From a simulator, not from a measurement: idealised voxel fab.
process module | voxel wiring stack
cross-section cut | 205 nm wide | cells 5 nm
A cross-section is a grid of square cells, given in bands from the top down. A band is one or more rows of cells.
Each band's line starts with the height of the band's top and of its bottom, in nm. Then come its materials from left to right, each with its width in nm. One material with "throughout" fills the band from edge to edge. "air" is empty space.
Height 0 is the level under which the wafer as received is all one material. The lowest band goes on downwards, as in "0 down".
A width such as "30 to 40" changes by the same amount from each row of cells to the next, from the band's top row to its bottom row.
"no change" after a step means that no cell of the cross-section changed.
closed voids: empty space of 8 cells or more with no open way to the top, each as width x height at its distance from the left edge, in nm
after a step's settings: what the simulator itself notes on the step
overlay nm, on a step with a mask: how far to the right of its planned place the mask lay; to the left if negative
plan
1 op RECEIVE | material Si
2 op CONFORMAL_DEP | material SiO2 | thk nm 10
3 op CONFORMAL_DEP | material SiCN | thk nm 5
4 op DIRECTIONAL_DEP | material SiO2 | thk nm 25
5 op PATTERN | tone open | mask id METAL_1 | material resist | width nm 25 | pitch nm 40 | thk nm 20 | overlay nm 0
6 op DIRECTIONAL_ETCH | etch materials SiO2 | depth nm 25
7 op DIRECTIONAL_ETCH | etch materials SiCN | depth nm 5
8 op STRIP | etch materials resist
9 op CONFORMAL_DEP | material TiN | thk nm 5
10 op FILL_DEP | material Cu | thk nm 10
11 op CMP | height nm 40
12 op CONFORMAL_DEP | material SiCN | thk nm 5
13 op DIRECTIONAL_DEP | material SiO2 | thk nm 15
14 op DIRECTIONAL_DEP | material aC | thk nm 15
15 op PATTERN | tone open | mask id PLUG_1 | material resist | width nm 15 | thk nm 30 | overlay nm -15
16 op DIRECTIONAL_ETCH | etch materials aC | depth nm 15
17 op STRIP | etch materials resist
18 op DIRECTIONAL_ETCH | etch materials SiO2 | depth nm 15
19 op DIRECTIONAL_ETCH | etch materials SiCN | depth nm 5
20 op STRIP | etch materials aC
21 op EPI | material Ru | thk nm 10
22 op EPI | material Ru | thk nm 10
23 op DIRECTIONAL_DEP | material TiN | thk nm 5
24 op DIRECTIONAL_DEP | material Ru | thk nm 15
25 op DIRECTIONAL_DEP | material aC | thk nm 10
26 op PATTERN | tone cover | mask id METAL_2 | material resist | width nm 25 | pitch nm 40 | thk nm 25 | overlay nm 0
27 op DIRECTIONAL_ETCH | etch materials aC | depth nm 10
28 op STRIP | etch materials resist
29 op DIRECTIONAL_ETCH | etch materials Ru | depth nm 15
30 op DIRECTIONAL_ETCH | etch materials TiN | depth nm 5
31 op STRIP | etch materials aC
32 op CONFORMAL_DEP | material SiCN | thk nm 5
33 op FILL_DEP | material SiO2 | thk nm 10
34 op CMP | height nm 80
35 op CONFORMAL_DEP | material SiN | thk nm 5
varied across the wafers: overlay nm of step 15. The plan shows the first wafer's value. All wafers start alike
first wafer as received, after step 1
  0 down: Si throughout
  closed voids: none
each wafer at the end: cells of each material gained (+) or lost (-) since it was received, then its closed voids
overlay nm -15 | +30 Cu | +30 Ru | +120 SiCN | +41 SiN | +436 SiO2 | +40 TiN | closed voids: none
overlay nm -10 | +30 Cu | +42 Ru | +112 SiCN | +41 SiN | +432 SiO2 | +40 TiN | closed voids: none
overlay nm -5 | +30 Cu | +42 Ru | +112 SiCN | +41 SiN | +432 SiO2 | +40 TiN | closed voids: none
overlay nm 0 | +30 Cu | +42 Ru | +112 SiCN | +41 SiN | +432 SiO2 | +40 TiN | closed voids: none
overlay nm 5 | +30 Cu | +42 Ru | +112 SiCN | +41 SiN | +432 SiO2 | +40 TiN | closed voids: none
overlay nm 10 | +30 Cu | +42 Ru | +112 SiCN | +41 SiN | +432 SiO2 | +40 TiN | closed voids: none
overlay nm 15 | +30 Cu | +42 Ru | +112 SiCN | +41 SiN | +432 SiO2 | +40 TiN | closed voids: none
